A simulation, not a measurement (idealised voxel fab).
Herein follows the process module entitled voxel tone inversion.
Displayed cross-section: cut, width of 260 nm, square cells sized 5 nm.
A cross-section is written here as square cells arranged in a grid, and it is given in bands from the top down, each band taking up one or more rows of cells.
For a band, the entry starts with two heights in nm, that of the top and then that of the bottom, and carries on with the band's materials in order from left to right, each alongside its width in nm; the word "throughout" beside a single material means it fills the band edge to edge, and "air" means empty space.
Beneath 0, the wafer as received is one material, and that level is where height counting begins. The lowest band goes on downward without a bottom; it is written like "0 -> down".
Think of "30 to 40" as a width that walks from the first number to the second as you go down the band, top row to bottom row, taking equal-sized steps from row to row.
When a step is marked "nothing altered", none of the cells in the cross-section changed during that step.
Empty spaces counting at least 8 cells and having no open way to the top are listed in "Sealed void listing". The notation width x height at distance is used for each, the distance being from the left edge and all three values in nm.
Whatever follows a step's settings on its line is a remark the simulator itself makes about that step.
You can add "overlay nm" to a step's line. For a step with a mask, it describes how far the mask lay to the right of its planned position, and a negative number describes a lay to the left.
The planned process steps are enumerated hereunder
1. RECEIVE, material Si
2. CONFORMAL_DEP, material SiCN, thk nm 5
3. DIRECTIONAL_DEP, material aC, thk nm 25
4. PATTERN, tone cover, mask id POSTS, material resist, width nm 15, pitch nm 45, thk nm 30, overlay nm 0
5. DIRECTIONAL_ETCH, etch materials aC, depth nm 25
6. STRIP, etch materials resist
7. FILL_DEP, material SiO2, thk nm 10
8. CMP, height nm 30
9. STRIP, etch materials aC
10. CONFORMAL_DEP, material TiN, thk nm 5
11. FILL_DEP, material Ru, thk nm 10
12. CMP, height nm 30
13. CONFORMAL_DEP, material SiCN, thk nm 5
The first wafer of two, processed as planned
Shown in cross-section is the wafer as received, that is, as it stands after step 1
- 0 -> down | Si throughout
- Sealed void listing: none
Take a look at the wafer's cross-section after step 2
- 5 -> 0 | SiCN throughout
- Below 0, the layers are the same as they were.
Take a look at the wafer's cross-section after step 3
- 30 -> 5 | aC throughout
- Below 5, the layers are the same as they were.
Take a look at the wafer's cross-section after step 4
- 60 -> 30 | 75 air | 15 resist | 30 air | 15 resist | 30 air | 15 resist | 80 air
- Below 30, the layers are the same as they were.
Take a look at the wafer's cross-section after step 5
- 35 -> 30 | 75 air | 15 resist | 30 air | 15 resist | 30 air | 15 resist | 80 air
- 30 -> 5 | 75 air | 15 aC | 30 air | 15 aC | 30 air | 15 aC | 80 air
- Below 5, the layers are the same as they were.
Take a look at the wafer's cross-section after step 6
- 30 -> 5 | 75 air | 15 aC | 30 air | 15 aC | 30 air | 15 aC | 80 air
- Below 5, the layers are the same as they were.
Take a look at the wafer's cross-section after step 7
- 40 -> 30 | SiO2 throughout
- 30 -> 5 | 75 SiO2 | 15 aC | 30 SiO2 | 15 aC | 30 SiO2 | 15 aC | 80 SiO2
- Below 5, the layers are the same as they were.
Take a look at the wafer's cross-section after step 8
- 30 -> 5 | 75 SiO2 | 15 aC | 30 SiO2 | 15 aC | 30 SiO2 | 15 aC | 80 SiO2
- Below 5, the layers are the same as they were.
Take a look at the wafer's cross-section after step 9
- 30 -> 5 | 75 SiO2 | 15 air | 30 SiO2 | 15 air | 30 SiO2 | 15 air | 80 SiO2
- Below 5, the layers are the same as they were.
Take a look at the wafer's cross-section after step 10
- 35 -> 30 | 80 TiN | 5 air | 40 TiN | 5 air | 40 TiN | 5 air | 85 TiN
- 30 -> 10 | 75 SiO2 | 5 TiN | 5 air | 5 TiN | 30 SiO2 | 5 TiN | 5 air | 5 TiN | 30 SiO2 | 5 TiN | 5 air | 5 TiN | 80 SiO2
- 10 -> 5 | 75 SiO2 | 15 TiN | 30 SiO2 | 15 TiN | 30 SiO2 | 15 TiN | 80 SiO2
- Below 5, the layers are the same as they were.
Take a look at the wafer's cross-section after step 11
- 45 -> 35 | Ru throughout
- 35 -> 30 | 80 TiN | 5 Ru | 40 TiN | 5 Ru | 40 TiN | 5 Ru | 85 TiN
- 30 -> 10 | 75 SiO2 | 5 TiN | 5 Ru | 5 TiN | 30 SiO2 | 5 TiN | 5 Ru | 5 TiN | 30 SiO2 | 5 TiN | 5 Ru | 5 TiN | 80 SiO2
- Below 10, the layers are the same as they were.
Take a look at the wafer's cross-section after step 12
- 30 -> 10 | 75 SiO2 | 5 TiN | 5 Ru | 5 TiN | 30 SiO2 | 5 TiN | 5 Ru | 5 TiN | 30 SiO2 | 5 TiN | 5 Ru | 5 TiN | 80 SiO2
- Below 10, the layers are the same as they were.
Take a look at the wafer's cross-section after step 13
- 35 -> 30 | SiCN throughout
- Below 30, the layers are the same as they were.
The remaining wafer, second of the two, started like the first and was run to the same plan, except that one mistake was made along the way; the two coincide through step 1, inclusive
Cross-sectional view of the second wafer at the intended end time of process step 2
- 5 -> 0 | Ru throughout
- Below 0, the layers are the same as they were.
Cross-sectional view of the second wafer at the intended end time of process step 3
- 30 -> 5 | aC throughout
- Below 5, the layers are the same as they were.
Cross-sectional view of the second wafer at the intended end time of process step 4
- 60 -> 30 | 75 air | 15 resist | 30 air | 15 resist | 30 air | 15 resist | 80 air
- Below 30, the layers are the same as they were.
Cross-sectional view of the second wafer at the intended end time of process step 5
- 35 -> 30 | 75 air | 15 resist | 30 air | 15 resist | 30 air | 15 resist | 80 air
- 30 -> 5 | 75 air | 15 aC | 30 air | 15 aC | 30 air | 15 aC | 80 air
- Below 5, the layers are the same as they were.
Cross-sectional view of the second wafer at the intended end time of process step 6
- 30 -> 5 | 75 air | 15 aC | 30 air | 15 aC | 30 air | 15 aC | 80 air
- Below 5, the layers are the same as they were.
Cross-sectional view of the second wafer at the intended end time of process step 7
- 40 -> 30 | SiO2 throughout
- 30 -> 5 | 75 SiO2 | 15 aC | 30 SiO2 | 15 aC | 30 SiO2 | 15 aC | 80 SiO2
- Below 5, the layers are the same as they were.
Cross-sectional view of the second wafer at the intended end time of process step 8
- 30 -> 5 | 75 SiO2 | 15 aC | 30 SiO2 | 15 aC | 30 SiO2 | 15 aC | 80 SiO2
- Below 5, the layers are the same as they were.
Cross-sectional view of the second wafer at the intended end time of process step 9
- 30 -> 5 | 75 SiO2 | 15 air | 30 SiO2 | 15 air | 30 SiO2 | 15 air | 80 SiO2
- Below 5, the layers are the same as they were.
Cross-sectional view of the second wafer at the intended end time of process step 10
- 35 -> 30 | 80 TiN | 5 air | 40 TiN | 5 air | 40 TiN | 5 air | 85 TiN
- 30 -> 10 | 75 SiO2 | 5 TiN | 5 air | 5 TiN | 30 SiO2 | 5 TiN | 5 air | 5 TiN | 30 SiO2 | 5 TiN | 5 air | 5 TiN | 80 SiO2
- 10 -> 5 | 75 SiO2 | 15 TiN | 30 SiO2 | 15 TiN | 30 SiO2 | 15 TiN | 80 SiO2
- Below 5, the layers are the same as they were.
Cross-sectional view of the second wafer at the intended end time of process step 11
- 45 -> 35 | Ru throughout
- 35 -> 30 | 80 TiN | 5 Ru | 40 TiN | 5 Ru | 40 TiN | 5 Ru | 85 TiN
- 30 -> 10 | 75 SiO2 | 5 TiN | 5 Ru | 5 TiN | 30 SiO2 | 5 TiN | 5 Ru | 5 TiN | 30 SiO2 | 5 TiN | 5 Ru | 5 TiN | 80 SiO2
- Below 10, the layers are the same as they were.
Cross-sectional view of the second wafer at the intended end time of process step 12
- 30 -> 10 | 75 SiO2 | 5 TiN | 5 Ru | 5 TiN | 30 SiO2 | 5 TiN | 5 Ru | 5 TiN | 30 SiO2 | 5 TiN | 5 Ru | 5 TiN | 80 SiO2
- Below 10, the layers are the same as they were.
Cross-sectional view of the second wafer at the intended end time of process step 13
- 35 -> 30 | SiCN throughout
- Below 30, the layers are the same as they were.
Misprocessing identified: step 2 went in with a setting other than planned; the actual run was CONFORMAL_DEP, material Ru, thk nm 5
FYI, end of process, the second wafer has more or fewer cells of some materials than the first: Ru: 52 more; SiCN: 52 fewer
